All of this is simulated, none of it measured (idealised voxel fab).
process module | voxel double patterning
cross-section cut | 200 nm wide | cells 5 nm
A cross-section is a grid of square cells, given in bands from the top down. A band is one or more rows of cells.
Each band's line starts with the height of the band's top and of its bottom, in nm. Then come its materials from left to right, each with its width in nm. One material with "throughout" fills the band from edge to edge. "air" is empty space.
Height 0 is the level under which the wafer as received is all one material. The lowest band goes on downwards, as in "0 down".
A width such as "30 to 40" changes by the same amount from each row of cells to the next, from the band's top row to its bottom row.
"no change" after a step means that no cell of the cross-section changed.
closed voids: empty space of 8 cells or more with no open way to the top, each as width x height at its distance from the left edge, in nm
after a step's settings: what the simulator itself notes on the step
overlay nm, on a step with a mask: how far to the right of its planned place the mask lay; to the left if negative
plan
1 op RECEIVE | material Si
2 op CONFORMAL_DEP | material SiO2 | thk nm 10
3 op DIRECTIONAL_DEP | material TiN | thk nm 15
4 op DIRECTIONAL_DEP | material SiCN | thk nm 10
5 op DIRECTIONAL_DEP | material aC | thk nm 15
6 op PATTERN | tone open | mask id FIRST | material resist | width nm 15 | pitch nm 50 | thk nm 35 | overlay nm 0
7 op DIRECTIONAL_ETCH | etch materials aC | depth nm 15
8 op STRIP | etch materials resist
9 op DIRECTIONAL_ETCH | etch materials SiCN | depth nm 10
10 op STRIP | etch materials aC
11 op PATTERN | tone open | mask id SECOND | material resist | width nm 15 | pitch nm 50 | thk nm 20 | overlay nm 0
12 op DIRECTIONAL_ETCH | etch materials SiCN | depth nm 10
13 op STRIP | etch materials resist
14 op DIRECTIONAL_ETCH | etch materials TiN | depth nm 15
15 op STRIP | etch materials SiCN
first wafer, as planned
as received, after step 1
  0 down: Si throughout
  closed voids: none
after step 2
  10 to 0: SiO2 throughout
  below 0: unchanged
after step 3
  25 to 10: TiN throughout
  below 10: unchanged
after step 4
  35 to 25: SiCN throughout
  below 25: unchanged
after step 5
  50 to 35: aC throughout
  below 35: unchanged
after step 6
  85 to 50: resist 40 | air 15 | resist 35 | air 15 | resist 35 | air 15 | resist 45
  below 50: unchanged
after step 7
  70 to 50: resist 40 | air 15 | resist 35 | air 15 | resist 35 | air 15 | resist 45
  50 to 35: aC 40 | air 15 | aC 35 | air 15 | aC 35 | air 15 | aC 45
  below 35: unchanged
after step 8
  50 to 35: aC 40 | air 15 | aC 35 | air 15 | aC 35 | air 15 | aC 45
  below 35: unchanged
after step 9
  50 to 35: aC 40 | air 15 | aC 35 | air 15 | aC 35 | air 15 | aC 45
  35 to 25: SiCN 40 | air 15 | SiCN 35 | air 15 | SiCN 35 | air 15 | SiCN 45
  below 25: unchanged
after step 10
  35 to 25: SiCN 40 | air 15 | SiCN 35 | air 15 | SiCN 35 | air 15 | SiCN 45
  below 25: unchanged
after step 11
  55 to 35: resist 65 | air 15 | resist 35 | air 15 | resist 70
  35 to 25: SiCN 40 | resist 15 | SiCN 35 | resist 15 | SiCN 35 | resist 15 | SiCN 45
  below 25: unchanged
after step 12
  55 to 35: resist 65 | air 15 | resist 35 | air 15 | resist 70
  35 to 25: SiCN 40 | resist 15 | SiCN 10 | air 15 | SiCN 10 | resist 15 | SiCN 10 | air 15 | SiCN 10 | resist 15 | SiCN 45
  below 25: unchanged
after step 13
  35 to 25: SiCN 40 | air 15 | SiCN 10 | air 15 | SiCN 10 | air 15 | SiCN 10 | air 15 | SiCN 10 | air 15 | SiCN 45
  below 25: unchanged
after step 14
  35 to 25: SiCN 40 | air 15 | SiCN 10 | air 15 | SiCN 10 | air 15 | SiCN 10 | air 15 | SiCN 10 | air 15 | SiCN 45
  25 to 10: TiN 40 | air 15 | TiN 10 | air 15 | TiN 10 | air 15 | TiN 10 | air 15 | TiN 10 | air 15 | TiN 45
  below 10: unchanged
after step 15
  25 to 10: TiN 40 | air 15 | TiN 10 | air 15 | TiN 10 | air 15 | TiN 10 | air 15 | TiN 10 | air 15 | TiN 45
  below 10: unchanged
second wafer: like start, like plan, one mistake. Through step 13 it matches the first wafer
when step 14 should have ended
  35 to 25: SiCN 40 | air 15 | SiCN 10 | air 15 | SiCN 10 | air 15 | SiCN 10 | air 15 | SiCN 10 | air 15 | SiCN 45
  25 to 20: TiN 40 | air 15 | TiN 10 | air 15 | TiN 10 | air 15 | TiN 10 | air 15 | TiN 10 | air 15 | TiN 45
  below 20: unchanged
when step 15 should have ended
  25 to 20: TiN 40 | air 15 | TiN 10 | air 15 | TiN 10 | air 15 | TiN 10 | air 15 | TiN 10 | air 15 | TiN 45
  below 20: unchanged
what went wrong: step 14 ran as: op DIRECTIONAL_ETCH | etch materials TiN | depth nm 5
at the end the second wafer has, in cells: 30 more of TiN
